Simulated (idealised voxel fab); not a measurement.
Name of the process module below: voxel wiring stack
Each square cell in cross-section cut measures 5 nm, and the section as a whole is 255 nm wide.
We lay out every cross-section as a grid of square cells and spell it out in bands from the top down, where one band means one or more rows of cells.
In this notation a band is specified by the heights of its top and bottom, in that order and in nm, after which its materials appear from left to right, each paired with its width in nm. The word "all across" attached to a single material means that material fills the band from edge to edge; the word "empty" stands for empty space.
The level at which height equals 0 is the one under which the wafer, as it arrives, is entirely one material. No lower edge exists for the bottom band, which continues downward and is notated as in "0..down".
Width: "30->40" (first number = top row, second number = bottom row, same change from row to row of cells).
"no alterations made" -> step changed no cross-section cell.
Empty spaces without an open route to the top, at least 8 cells in extent, make up the entry "Sealed voids"; each is given as width x height at distance, where the distance is measured from the left edge, and all are in nm.
Whatever follows a step's settings on its line is a remark the simulator itself makes about that step.
Regarding "overlay nm": on a step with a mask, it is the distance the mask lay to the right of its planned place; a negative value places it to the left.

## The steps planned for the process are as follows
| 1 | RECEIVE,material Si |
| 2 | CONFORMAL_DEP,material SiO2,thk nm 10 |
| 3 | DIRECTIONAL_DEP,material TiN,thk nm 5 |
| 4 | DIRECTIONAL_DEP,material Ru,thk nm 25 |
| 5 | PATTERN,tone cover,mask id METAL_1,material resist,width nm 25,pitch nm 55,thk nm 15,overlay nm 0 |
| 6 | DIRECTIONAL_ETCH,etch materials Ru,depth nm 25 |
| 7 | DIRECTIONAL_ETCH,etch materials TiN,depth nm 5 |
| 8 | STRIP,etch materials resist |
| 9 | FILL_DEP,material SiO2,thk nm 5 |
| 10 | CMP,height nm 40 |
| 11 | CONFORMAL_DEP,material SiCN,thk nm 5 |
| 12 | DIRECTIONAL_DEP,material lowk,thk nm 20 |
| 13 | MASKED_ETCH,tone open,mask id PLUG_1,width nm 15,pitch nm 55,etch materials lowk,depth nm 20,overlay nm 0 |
| 14 | MASKED_ETCH,tone open,mask id PLUG_1,width nm 15,pitch nm 55,etch materials SiCN,depth nm 5,overlay nm 0 |
| 15 | CONFORMAL_DEP,material TiN,thk nm 5 |
| 16 | FILL_DEP,material W,thk nm 5 |
| 17 | CMP,height nm 65 |
| 18 | CONFORMAL_DEP,material SiN,thk nm 5 |
| 19 | DIRECTIONAL_DEP,material lowk,thk nm 20 |
| 20 | MASKED_ETCH,tone open,mask id METAL_2,width nm 25,pitch nm 55,etch materials lowk,depth nm 20,overlay nm 0 |
| 21 | MASKED_ETCH,tone open,mask id METAL_2,width nm 25,pitch nm 55,etch materials SiN,depth nm 5,overlay nm 0 |
| 22 | CONFORMAL_DEP,material TiN,thk nm 5 |
| 23 | FILL_DEP,material Cu,thk nm 10 |
| 24 | CMP,height nm 90 |
| 25 | CONFORMAL_DEP,material SiCN,thk nm 5 |

## Received-state cross-section, reflecting completion of step 1
  0..down: Si all across
  Sealed voids: none

## End-of-module XS, first of two wafers, run as planned
  95..90: SiCN all across
  90..70: lowk=30  TiN=5  Cu=15  TiN=5  lowk=30  TiN=5  Cu=15  TiN=5  lowk=30  TiN=5  Cu=15  TiN=5  lowk=30  TiN=5  Cu=15  TiN=5  lowk=35
  70..65: SiN=30  TiN=25  SiN=30  TiN=25  SiN=30  TiN=25  SiN=30  TiN=25  SiN=35
  65..45: lowk=30  TiN=5  W=5  TiN=5  lowk=40  TiN=5  W=5  TiN=5  lowk=40  TiN=5  W=5  TiN=5  lowk=40  TiN=5  W=5  TiN=5  lowk=45
  45..40: SiCN=30  TiN=15  SiCN=40  TiN=15  SiCN=40  TiN=15  SiCN=40  TiN=15  SiCN=45
  40..15: SiO2=30  Ru=25  SiO2=30  Ru=25  SiO2=30  Ru=25  SiO2=30  Ru=25  SiO2=35
  15..10: SiO2=30  TiN=25  SiO2=30  TiN=25  SiO2=30  TiN=25  SiO2=30  TiN=25  SiO2=35
  10..0: SiO2 all across
  0..down: Si all across
  Sealed voids: none

## Now the second wafer, cross-sectioned at the end of the module. Nothing different at the start, nothing different in the plan compared with the first, just one mistake when it was actually run
  95..90: SiCN all across
  90..75: lowk=30  TiN=5  Cu=15  TiN=5  lowk=30  TiN=5  Cu=15  TiN=5  lowk=30  TiN=5  Cu=15  TiN=5  lowk=30  TiN=5  Cu=15  TiN=5  lowk=35
  75..70: lowk=30  TiN=5  Cu=10  TiN=10  lowk=30  TiN=5  Cu=10  TiN=10  lowk=30  TiN=5  Cu=10  TiN=10  lowk=30  TiN=5  Cu=10  TiN=10  lowk=35
  70..65: SiN=30  TiN=20  SiN=35  TiN=20  SiN=35  TiN=20  SiN=35  TiN=20  SiN=40
  65..45: lowk=30  TiN=5  W=5  TiN=5  lowk=40  TiN=5  W=5  TiN=5  lowk=40  TiN=5  W=5  TiN=5  lowk=40  TiN=5  W=5  TiN=5  lowk=45
  45..40: SiCN=30  TiN=15  SiCN=40  TiN=15  SiCN=40  TiN=15  SiCN=40  TiN=15  SiCN=45
  40..15: SiO2=30  Ru=25  SiO2=30  Ru=25  SiO2=30  Ru=25  SiO2=30  Ru=25  SiO2=35
  15..10: SiO2=30  TiN=25  SiO2=30  TiN=25  SiO2=30  TiN=25  SiO2=30  TiN=25  SiO2=35
  10..0: SiO2 all across
  0..down: Si all across
  Sealed voids: none
Where did the run depart from the plan? the process deviated at step 21: the operation and settings actually run there were MASKED_ETCH,tone open,mask id METAL_2,width nm 25,pitch nm 55,etch materials SiN,depth nm 5,overlay nm -5
Upon completion, the second wafer contains, in terms of cells, a greater or smaller amount of certain materials than the first wafer: Cu: 4 fewer | SiN: 4 more
